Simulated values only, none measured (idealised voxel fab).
process module | voxel self aligned vias
cross-section cut | 275 nm wide | cells 5 nm
A cross-section is a grid of square cells, given in bands from the top down. A band is one or more rows of cells.
Each band's line starts with the height of the band's top and of its bottom, in nm. Then come its materials from left to right, each with its width in nm. One material with "throughout" fills the band from edge to edge. "air" is empty space.
Height 0 is the level under which the wafer as received is all one material. The lowest band goes on downwards, as in "0 down".
A width such as "30 to 40" changes by the same amount from each row of cells to the next, from the band's top row to its bottom row.
"no change" after a step means that no cell of the cross-section changed.
closed voids: empty space of 8 cells or more with no open way to the top, each as width x height at its distance from the left edge, in nm
after a step's settings: what the simulator itself notes on the step
overlay nm, on a step with a mask: how far to the right of its planned place the mask lay; to the left if negative
Each pair below shows a cross-section before one step and the cross-section after it, down to the lowest band that changed. The line under each pair gives the step between them, with its settings. The pairs can come from different runs of this module on the same starting wafer, so a pair continues from the pair above only where its "before" says so.
before
  60 to 40: SiO2 60 | air 40 | SiO2 70 | air 40 | SiO2 65
  40 to 30: SiO2 55 | SiN 5 | air 25 | SiO2 25 | SiN 30 | SiO2 25 | SiN 5 | air 25 | SiO2 80
  30 to 25: SiO2 55 | TiN 5 | Ru 20 | TiN 5 | SiO2 25 | TiN 5 | Ru 20 | TiN 5 | SiO2 25 | TiN 5 | Ru 20 | TiN 5 | SiO2 80
  25 to 20: SiO2 55 | TiN 30 | SiO2 25 | TiN 30 | SiO2 25 | TiN 30 | SiO2 80
  20 to 15: SiCN throughout
  15 to 0: SiO2 throughout
  0 down: Si throughout
  closed voids: none
after
  65 to 60: TiN 65 | air 30 | TiN 80 | air 30 | TiN 70
  60 to 45: SiO2 60 | TiN 5 | air 30 | TiN 5 | SiO2 70 | TiN 5 | air 30 | TiN 5 | SiO2 65
  45 to 40: SiO2 60 | TiN 5 | air 15 | TiN 20 | SiO2 70 | TiN 5 | air 15 | TiN 20 | SiO2 65
  40 to 35: SiO2 55 | SiN 5 | TiN 5 | air 15 | TiN 5 | SiO2 25 | SiN 30 | SiO2 25 | SiN 5 | TiN 5 | air 15 | TiN 5 | SiO2 80
  35 to 30: SiO2 55 | SiN 5 | TiN 25 | SiO2 25 | SiN 30 | SiO2 25 | SiN 5 | TiN 25 | SiO2 80
  below 30: unchanged
  closed voids: none
the step between: op CONFORMAL_DEP | material TiN | thk nm 5
before: the cross-section after the pair above
after
  70 to 65: W throughout
  65 to 60: TiN 65 | W 30 | TiN 80 | W 30 | TiN 70
  60 to 45: SiO2 60 | TiN 5 | W 30 | TiN 5 | SiO2 70 | TiN 5 | W 30 | TiN 5 | SiO2 65
  45 to 40: SiO2 60 | TiN 5 | W 15 | TiN 20 | SiO2 70 | TiN 5 | W 15 | TiN 20 | SiO2 65
  40 to 35: SiO2 55 | SiN 5 | TiN 5 | W 15 | TiN 5 | SiO2 25 | SiN 30 | SiO2 25 | SiN 5 | TiN 5 | W 15 | TiN 5 | SiO2 80
  below 35: unchanged
  closed voids: none
the step between: op FILL_DEP | material W | thk nm 5
before: the cross-section after the pair above
after
  60 to 45: SiO2 60 | TiN 5 | W 30 | TiN 5 | SiO2 70 | TiN 5 | W 30 | TiN 5 | SiO2 65
  below 45: unchanged
  closed voids: none
the step between: op CMP | height nm 60
before: the cross-section after the pair above
after
  65 to 60: SiCN throughout
  below 60: unchanged
  closed voids: none
the step between: op CONFORMAL_DEP | material SiCN | thk nm 5
before
  0 down: Si throughout
  closed voids: none
after
  15 to 0: Ru throughout
  below 0: unchanged
  closed voids: none
the step between: op CONFORMAL_DEP | material Ru | thk nm 15
before: the cross-section after the pair above
after
  20 to 15: SiCN throughout
  below 15: unchanged
  closed voids: none
the step between: op CONFORMAL_DEP | material SiCN | thk nm 5
before: the cross-section after the pair above
after
  40 to 20: SiO2 throughout
  below 20: unchanged
  closed voids: none
the step between: op DIRECTIONAL_DEP | material SiO2 | thk nm 20
before: the cross-section after the pair above
after
  40 to 20: SiO2 65 | air 30 | SiO2 25 | air 30 | SiO2 25 | air 30 | SiO2 70
  below 20: unchanged
  closed voids: none
the step between: op MASKED_ETCH | tone open | mask id LINES | width nm 30 | pitch nm 55 | etch materials SiO2 | depth nm 20 | overlay nm 0
before: the cross-section after the pair above
after
  45 to 40: TiN 70 | air 20 | TiN 35 | air 20 | TiN 35 | air 20 | TiN 75
  40 to 25: SiO2 65 | TiN 5 | air 20 | TiN 5 | SiO2 25 | TiN 5 | air 20 | TiN 5 | SiO2 25 | TiN 5 | air 20 | TiN 5 | SiO2 70
  25 to 20: SiO2 65 | TiN 30 | SiO2 25 | TiN 30 | SiO2 25 | TiN 30 | SiO2 70
  below 20: unchanged
  closed voids: none
the step between: op CONFORMAL_DEP | material TiN | thk nm 5
before: the cross-section after the pair above
after
  55 to 45: Ru throughout
  45 to 40: TiN 70 | Ru 20 | TiN 35 | Ru 20 | TiN 35 | Ru 20 | TiN 75
  40 to 25: SiO2 65 | TiN 5 | Ru 20 | TiN 5 | SiO2 25 | TiN 5 | Ru 20 | TiN 5 | SiO2 25 | TiN 5 | Ru 20 | TiN 5 | SiO2 70
  below 25: unchanged
  closed voids: none
the step between: op FILL_DEP | material Ru | thk nm 10
before: the cross-section after the pair above
after
  40 to 25: SiO2 65 | TiN 5 | Ru 20 | TiN 5 | SiO2 25 | TiN 5 | Ru 20 | TiN 5 | SiO2 25 | TiN 5 | Ru 20 | TiN 5 | SiO2 70
  below 25: unchanged
  closed voids: none
the step between: op CMP | height nm 40
before: the cross-section after the pair above
after
  40 to 30: SiO2 65 | air 30 | SiO2 25 | air 30 | SiO2 25 | air 30 | SiO2 70
  below 30: unchanged
  closed voids: none
the step between: op SELECTIVE_ETCH | etch materials W Ru TiN | depth nm 10
before: the cross-section after the pair above
after
  50 to 40: SiN throughout
  40 to 30: SiO2 65 | SiN 30 | SiO2 25 | SiN 30 | SiO2 25 | SiN 30 | SiO2 70
  below 30: unchanged
  closed voids: none
the step between: op FILL_DEP | material SiN | thk nm 10
before: the cross-section after the pair above
after
  40 to 30: SiO2 65 | SiN 30 | SiO2 25 | SiN 30 | SiO2 25 | SiN 30 | SiO2 70
  below 30: unchanged
  closed voids: none
the step between: op CMP | height nm 40
before: the cross-section after the pair above
after
  60 to 40: SiO2 throughout
  below 40: unchanged
  closed voids: none
the step between: op DIRECTIONAL_DEP | material SiO2 | thk nm 20
before: the cross-section after the pair above
after
  80 to 60: resist 60 | air 40 | resist 70 | air 40 | resist 65
  below 60: unchanged
  closed voids: none
the step between: op PATTERN | tone open | mask id VIAS | material resist | width nm 40 | pitch nm 110 | thk nm 20 | overlay nm 0
before: the cross-section after the pair above
after
  80 to 60: resist 60 | air 40 | resist 70 | air 40 | resist 65
  60 to 40: SiO2 60 | air 40 | SiO2 70 | air 40 | SiO2 65
  below 40: unchanged
  closed voids: none
the step between: op DIRECTIONAL_ETCH | etch materials SiO2 | depth nm 20
before: the cross-section after the pair above
after
  80 to 60: resist 60 | air 40 | resist 70 | air 40 | resist 65
  60 to 40: SiO2 60 | air 40 | SiO2 70 | air 40 | SiO2 65
  40 to 30: SiO2 65 | air 30 | SiO2 25 | SiN 30 | SiO2 25 | air 30 | SiO2 70
  below 30: unchanged
  closed voids: none
the step between: op DIRECTIONAL_ETCH | etch materials SiN | depth nm 10
before: the cross-section after the pair above
after
  60 to 40: SiO2 60 | air 40 | SiO2 70 | air 40 | SiO2 65
  below 40: unchanged
  closed voids: none
the step between: op STRIP | etch materials resist
before: the cross-section after the pair above
after
  65 to 60: TiN 65 | air 30 | TiN 80 | air 30 | TiN 70
  60 to 45: SiO2 60 | TiN 5 | air 30 | TiN 5 | SiO2 70 | TiN 5 | air 30 | TiN 5 | SiO2 65
  45 to 40: SiO2 60 | TiN 10 | air 20 | TiN 10 | SiO2 70 | TiN 10 | air 20 | TiN 10 | SiO2 65
  40 to 35: SiO2 65 | TiN 5 | air 20 | TiN 5 | SiO2 25 | SiN 30 | SiO2 25 | TiN 5 | air 20 | TiN 5 | SiO2 70
  35 to 30: SiO2 65 | TiN 30 | SiO2 25 | SiN 30 | SiO2 25 | TiN 30 | SiO2 70
  below 30: unchanged
  closed voids: none
the step between: op CONFORMAL_DEP | material TiN | thk nm 5
before: the cross-section after the pair above
after
  70 to 65: W throughout
  65 to 60: TiN 65 | W 30 | TiN 80 | W 30 | TiN 70
  60 to 45: SiO2 60 | TiN 5 | W 30 | TiN 5 | SiO2 70 | TiN 5 | W 30 | TiN 5 | SiO2 65
  45 to 40: SiO2 60 | TiN 10 | W 20 | TiN 10 | SiO2 70 | TiN 10 | W 20 | TiN 10 | SiO2 65
  40 to 35: SiO2 65 | TiN 5 | W 20 | TiN 5 | SiO2 25 | SiN 30 | SiO2 25 | TiN 5 | W 20 | TiN 5 | SiO2 70
  below 35: unchanged
  closed voids: none
the step between: op FILL_DEP | material W | thk nm 5
before: the cross-section after the pair above
after
  60 to 45: SiO2 60 | TiN 5 | W 30 | TiN 5 | SiO2 70 | TiN 5 | W 30 | TiN 5 | SiO2 65
  below 45: unchanged
  closed voids: none
the step between: op CMP | height nm 60
before: the cross-section after the pair above
after
  65 to 60: SiCN throughout
  below 60: unchanged
  closed voids: none
the step between: op CONFORMAL_DEP | material SiCN | thk nm 5
before
  40 to 20: SiO2 throughout
  20 to 15: SiCN throughout
  15 to 0: SiO2 throughout
  0 down: Si throughout
  closed voids: none
after
  40 to 20: air 65 | SiO2 30 | air 25 | SiO2 30 | air 25 | SiO2 30 | air 70
  below 20: unchanged
  closed voids: none
the step between: op MASKED_ETCH | tone cover | mask id LINES | width nm 30 | pitch nm 55 | etch materials SiO2 | depth nm 20 | overlay nm 0
before: the cross-section after the pair above
after
  45 to 40: air 60 | TiN 40 | air 15 | TiN 40 | air 15 | TiN 40 | air 65
  40 to 25: air 60 | TiN 5 | SiO2 30 | TiN 5 | air 15 | TiN 5 | SiO2 30 | TiN 5 | air 15 | TiN 5 | SiO2 30 | TiN 5 | air 65
  25 to 20: TiN 65 | SiO2 30 | TiN 25 | SiO2 30 | TiN 25 | SiO2 30 | TiN 70
  below 20: unchanged
  closed voids: none
the step between: op CONFORMAL_DEP | material TiN | thk nm 5
before: the cross-section after the pair above
after
  55 to 45: Ru throughout
  45 to 40: Ru 60 | TiN 40 | Ru 15 | TiN 40 | Ru 15 | TiN 40 | Ru 65
  40 to 25: Ru 60 | TiN 5 | SiO2 30 | TiN 5 | Ru 15 | TiN 5 | SiO2 30 | TiN 5 | Ru 15 | TiN 5 | SiO2 30 | TiN 5 | Ru 65
  below 25: unchanged
  closed voids: none
the step between: op FILL_DEP | material Ru | thk nm 10
before: the cross-section after the pair above
after
  40 to 25: Ru 60 | TiN 5 | SiO2 30 | TiN 5 | Ru 15 | TiN 5 | SiO2 30 | TiN 5 | Ru 15 | TiN 5 | SiO2 30 | TiN 5 | Ru 65
  below 25: unchanged
  closed voids: none
the step between: op CMP | height nm 40
before: the cross-section after the pair above
after
  40 to 30: air 65 | SiO2 30 | air 25 | SiO2 30 | air 25 | SiO2 30 | air 70
  below 30: unchanged
  closed voids: none
the step between: op SELECTIVE_ETCH | etch materials W Ru TiN | depth nm 10
before: the cross-section after the pair above
after
  50 to 40: SiN throughout
  40 to 30: SiN 65 | SiO2 30 | SiN 25 | SiO2 30 | SiN 25 | SiO2 30 | SiN 70
  below 30: unchanged
  closed voids: none
the step between: op FILL_DEP | material SiN | thk nm 10
before: the cross-section after the pair above
after
  40 to 30: SiN 65 | SiO2 30 | SiN 25 | SiO2 30 | SiN 25 | SiO2 30 | SiN 70
  below 30: unchanged
  closed voids: none
the step between: op CMP | height nm 40
before: the cross-section after the pair above
after
  60 to 40: SiO2 throughout
  below 40: unchanged
  closed voids: none
the step between: op DIRECTIONAL_DEP | material SiO2 | thk nm 20
before: the cross-section after the pair above
after
  80 to 60: resist 60 | air 40 | resist 70 | air 40 | resist 65
  below 60: unchanged
  closed voids: none
the step between: op PATTERN | tone open | mask id VIAS | material resist | width nm 40 | pitch nm 110 | thk nm 20 | overlay nm 0
before: the cross-section after the pair above
after
  80 to 60: resist 60 | air 40 | resist 70 | air 40 | resist 65
  60 to 40: SiO2 60 | air 40 | SiO2 70 | air 40 | SiO2 65
  below 40: unchanged
  closed voids: none
the step between: op DIRECTIONAL_ETCH | etch materials SiO2 | depth nm 20
before: the cross-section after the pair above
after
  80 to 60: resist 60 | air 40 | resist 70 | air 40 | resist 65
  60 to 40: SiO2 60 | air 40 | SiO2 70 | air 40 | SiO2 65
  40 to 30: SiN 60 | air 5 | SiO2 30 | air 5 | SiN 20 | SiO2 30 | SiN 20 | air 5 | SiO2 30 | air 5 | SiN 65
  below 30: unchanged
  closed voids: none
the step between: op DIRECTIONAL_ETCH | etch materials SiN | depth nm 10
before: the cross-section after the pair above
after
  60 to 40: SiO2 60 | air 40 | SiO2 70 | air 40 | SiO2 65
  below 40: unchanged
  closed voids: none
the step between: op STRIP | etch materials resist
before: the cross-section after the pair above
after
  65 to 60: TiN 65 | air 30 | TiN 80 | air 30 | TiN 70
  60 to 45: SiO2 60 | TiN 5 | air 30 | TiN 5 | SiO2 70 | TiN 5 | air 30 | TiN 5 | SiO2 65
  45 to 40: SiO2 60 | TiN 40 | SiO2 70 | TiN 40 | SiO2 65
  40 to 30: SiN 60 | TiN 5 | SiO2 30 | TiN 5 | SiN 20 | SiO2 30 | SiN 20 | TiN 5 | SiO2 30 | TiN 5 | SiN 65
  below 30: unchanged
  closed voids: none
the step between: op CONFORMAL_DEP | material TiN | thk nm 5
before: the cross-section after the pair above
after
  70 to 65: W throughout
  65 to 60: TiN 65 | W 30 | TiN 80 | W 30 | TiN 70
  60 to 45: SiO2 60 | TiN 5 | W 30 | TiN 5 | SiO2 70 | TiN 5 | W 30 | TiN 5 | SiO2 65
  below 45: unchanged
  closed voids: none
the step between: op FILL_DEP | material W | thk nm 5
before: the cross-section after the pair above
after
  60 to 45: SiO2 60 | TiN 5 | W 30 | TiN 5 | SiO2 70 | TiN 5 | W 30 | TiN 5 | SiO2 65
  below 45: unchanged
  closed voids: none
the step between: op CMP | height nm 60
before: the cross-section after the pair above
after
  65 to 60: SiCN throughout
  below 60: unchanged
  closed voids: none
the step between: op CONFORMAL_DEP | material SiCN | thk nm 5
